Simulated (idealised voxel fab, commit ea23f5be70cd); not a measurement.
Presented below is a process module, voxel air gaps.
For reference, the cross-section in this document is cut, with width 210 nm and square cells of 5 nm.
Heads up, the way a cross-section reads in here is a grid of square cells, handed over as bands from the top down, with every band being one or more rows of cells. Band entry format. Leading values: height of top, height of bottom, nm. Remainder: materials in left-to-right order, each with its width in nm. Special words: "throughout" on a single material, which then fills the band edge to edge; "air", empty space. Heights are measured from 0, the level below which the as-received wafer is all one material; the lowest band has no bottom and continues downward, written as in "top 0, no bottom". Width spec "30..40" -> top row of cells at first value, bottom row at second value, equal per-row change in between. Any step labelled "all unchanged" changed none of the cells in the cross-section. You'll see "Closed empty spaces" listing empty spaces that have no way open to the top, as long as they're 8 cells or more; the notation is width x height at distance, where the distance is from the left edge, and all of it is in nm. Formally, on a step line, whatever follows the settings is a remark that the simulator itself makes on the step. For masked steps, "overlay nm" on the step line gives how far right of plan the mask actually lay; a minus sign means it lay to the left.
List of planned process steps:
1 RECEIVE,material Si
2 CONFORMAL_DEP,material SiO2,thk nm 10
3 CONFORMAL_DEP,material SiCN,thk nm 5
4 DIRECTIONAL_DEP,material SiO2,thk nm 35
5 PATTERN,tone open,mask id LINES,material resist,width nm 15,pitch nm 40,thk nm 15,overlay nm 0
6 DIRECTIONAL_ETCH,etch materials SiO2,depth nm 35
7 STRIP,etch materials resist
8 CONFORMAL_DEP,material TiN,thk nm 5
9 FILL_DEP,material Cu,thk nm 10
10 CMP,height nm 50
11 EPI,material Ru,thk nm 10
12 SELECTIVE_ETCH,etch materials SiO2,depth nm 45
13 CONFORMAL_DEP,material SiCN,thk nm 5
The following pertains to the first of two wafers, which was processed as planned:
Wafer at receipt (post step 1), cross-section:
    top 0, no bottom = Si throughout
    Closed empty spaces: none
Wafer after step 2 (cross-section):
    top 10, bottom 0 = SiO2 throughout
    Below 0 it's all the same as before, nothing changed down there.
Wafer after step 3 (cross-section):
    top 15, bottom 10 = SiCN throughout
    Below 10 it's all the same as before, nothing changed down there.
Wafer after step 4 (cross-section):
    top 50, bottom 15 = SiO2 throughout
    Below 15 it's all the same as before, nothing changed down there.
Wafer after step 5 (cross-section):
    top 65, bottom 50 = 55 of resist; 15 of air; 25 of resist; 15 of air; 25 of resist; 15 of air; 60 of resist
    Below 50 it's all the same as before, nothing changed down there.
Wafer after step 6 (cross-section):
    top 65, bottom 50 = 55 of resist; 15 of air; 25 of resist; 15 of air; 25 of resist; 15 of air; 60 of resist
    top 50, bottom 15 = 55 of SiO2; 15 of air; 25 of SiO2; 15 of air; 25 of SiO2; 15 of air; 60 of SiO2
    Below 15 it's all the same as before, nothing changed down there.
Wafer after step 7 (cross-section):
    top 50, bottom 15 = 55 of SiO2; 15 of air; 25 of SiO2; 15 of air; 25 of SiO2; 15 of air; 60 of SiO2
    Below 15 it's all the same as before, nothing changed down there.
Wafer after step 8 (cross-section):
    top 55, bottom 50 = 60 of TiN; 5 of air; 35 of TiN; 5 of air; 35 of TiN; 5 of air; 65 of TiN
    top 50, bottom 20 = 55 of SiO2; 5 of TiN; 5 of air; 5 of TiN; 25 of SiO2; 5 of TiN; 5 of air; 5 of TiN; 25 of SiO2; 5 of TiN; 5 of air; 5 of TiN; 60 of SiO2
    top 20, bottom 15 = 55 of SiO2; 15 of TiN; 25 of SiO2; 15 of TiN; 25 of SiO2; 15 of TiN; 60 of SiO2
    Below 15 it's all the same as before, nothing changed down there.
Wafer after step 9 (cross-section):
    top 65, bottom 55 = Cu throughout
    top 55, bottom 50 = 60 of TiN; 5 of Cu; 35 of TiN; 5 of Cu; 35 of TiN; 5 of Cu; 65 of TiN
    top 50, bottom 20 = 55 of SiO2; 5 of TiN; 5 of Cu; 5 of TiN; 25 of SiO2; 5 of TiN; 5 of Cu; 5 of TiN; 25 of SiO2; 5 of TiN; 5 of Cu; 5 of TiN; 60 of SiO2
    Below 20 it's all the same as before, nothing changed down there.
Wafer after step 10 (cross-section):
    top 50, bottom 20 = 55 of SiO2; 5 of TiN; 5 of Cu; 5 of TiN; 25 of SiO2; 5 of TiN; 5 of Cu; 5 of TiN; 25 of SiO2; 5 of TiN; 5 of Cu; 5 of TiN; 60 of SiO2
    Below 20 it's all the same as before, nothing changed down there.
Wafer after step 11 (cross-section):
    top 60, bottom 50 = 45 of air; 35 of Ru; 5 of air; 35 of Ru; 5 of air; 35 of Ru; 50 of air
    Below 50 it's all the same as before, nothing changed down there.
Wafer after step 12 (cross-section):
    top 60, bottom 50 = 45 of air; 35 of Ru; 5 of air; 35 of Ru; 5 of air; 35 of Ru; 50 of air
    top 50, bottom 20 = 55 of air; 5 of TiN; 5 of Cu; 5 of TiN; 25 of air; 5 of TiN; 5 of Cu; 5 of TiN; 25 of air; 5 of TiN; 5 of Cu; 5 of TiN; 60 of air
    top 20, bottom 15 = 55 of air; 15 of TiN; 25 of air; 15 of TiN; 25 of air; 15 of TiN; 60 of air
    Below 15 it's all the same as before, nothing changed down there.
Wafer after step 13 (cross-section):
    top 65, bottom 60 = 40 of air; 125 of SiCN; 45 of air
    top 60, bottom 50 = 40 of air; 5 of SiCN; 35 of Ru; 5 of SiCN; 35 of Ru; 5 of SiCN; 35 of Ru; 5 of SiCN; 45 of air
    top 50, bottom 45 = 40 of air; 15 of SiCN; 5 of TiN; 5 of Cu; 5 of TiN; 25 of SiCN; 5 of TiN; 5 of Cu; 5 of TiN; 25 of SiCN; 5 of TiN; 5 of Cu; 5 of TiN; 15 of SiCN; 45 of air
    top 45, bottom 20 = 50 of air; 5 of SiCN; 5 of TiN; 5 of Cu; 5 of TiN; 5 of SiCN; 15 of air; 5 of SiCN; 5 of TiN; 5 of Cu; 5 of TiN; 5 of SiCN; 15 of air; 5 of SiCN; 5 of TiN; 5 of Cu; 5 of TiN; 5 of SiCN; 55 of air
    top 20, bottom 15 = 55 of SiCN; 15 of TiN; 25 of SiCN; 15 of TiN; 25 of SiCN; 15 of TiN; 60 of SiCN
    Below 15 it's all the same as before, nothing changed down there.
    Closed empty spaces: 15 x 25 at 75; 15 x 25 at 115
Notes, second wafer: start = first wafer's, plan = first wafer's, execution had one mistake; history identical to first through step 8:
Second wafer, cut view, end of step 9 per plan:
    top 65, bottom 55 = Ru throughout
    top 55, bottom 50 = 60 of TiN; 5 of Ru; 35 of TiN; 5 of Ru; 35 of TiN; 5 of Ru; 65 of TiN
    top 50, bottom 20 = 55 of SiO2; 5 of TiN; 5 of Ru; 5 of TiN; 25 of SiO2; 5 of TiN; 5 of Ru; 5 of TiN; 25 of SiO2; 5 of TiN; 5 of Ru; 5 of TiN; 60 of SiO2
    Below 20 it's all the same as before, nothing changed down there.
Second wafer, cut view, end of step 10 per plan:
    top 50, bottom 20 = 55 of SiO2; 5 of TiN; 5 of Ru; 5 of TiN; 25 of SiO2; 5 of TiN; 5 of Ru; 5 of TiN; 25 of SiO2; 5 of TiN; 5 of Ru; 5 of TiN; 60 of SiO2
    Below 20 it's all the same as before, nothing changed down there.
Second wafer, cut view, end of step 11 per plan:
    top 60, bottom 50 = 45 of air; 35 of Ru; 5 of air; 35 of Ru; 5 of air; 35 of Ru; 50 of air
    Below 50 it's all the same as before, nothing changed down there.
Second wafer, cut view, end of step 12 per plan:
    top 60, bottom 50 = 45 of air; 35 of Ru; 5 of air; 35 of Ru; 5 of air; 35 of Ru; 50 of air
    top 50, bottom 20 = 55 of air; 5 of TiN; 5 of Ru; 5 of TiN; 25 of air; 5 of TiN; 5 of Ru; 5 of TiN; 25 of air; 5 of TiN; 5 of Ru; 5 of TiN; 60 of air
    top 20, bottom 15 = 55 of air; 15 of TiN; 25 of air; 15 of TiN; 25 of air; 15 of TiN; 60 of air
    Below 15 it's all the same as before, nothing changed down there.
Second wafer, cut view, end of step 13 per plan:
    top 65, bottom 60 = 40 of air; 125 of SiCN; 45 of air
    top 60, bottom 50 = 40 of air; 5 of SiCN; 35 of Ru; 5 of SiCN; 35 of Ru; 5 of SiCN; 35 of Ru; 5 of SiCN; 45 of air
    top 50, bottom 45 = 40 of air; 15 of SiCN; 5 of TiN; 5 of Ru; 5 of TiN; 25 of SiCN; 5 of TiN; 5 of Ru; 5 of TiN; 25 of SiCN; 5 of TiN; 5 of Ru; 5 of TiN; 15 of SiCN; 45 of air
    top 45, bottom 20 = 50 of air; 5 of SiCN; 5 of TiN; 5 of Ru; 5 of TiN; 5 of SiCN; 15 of air; 5 of SiCN; 5 of TiN; 5 of Ru; 5 of TiN; 5 of SiCN; 15 of air; 5 of SiCN; 5 of TiN; 5 of Ru; 5 of TiN; 5 of SiCN; 55 of air
    top 20, bottom 15 = 55 of SiCN; 15 of TiN; 25 of SiCN; 15 of TiN; 25 of SiCN; 15 of TiN; 60 of SiCN
    Below 15 it's all the same as before, nothing changed down there.
    Closed empty spaces: 15 x 25 at 75; 15 x 25 at 115
In executing the process, a mistake was made relative to the plan: step 9 ran differently from the plan; actual operation with settings: FILL_DEP,material Ru,thk nm 10
Final wafer comparison in cells, second versus first, more or fewer per material: Cu -18 | Ru +18
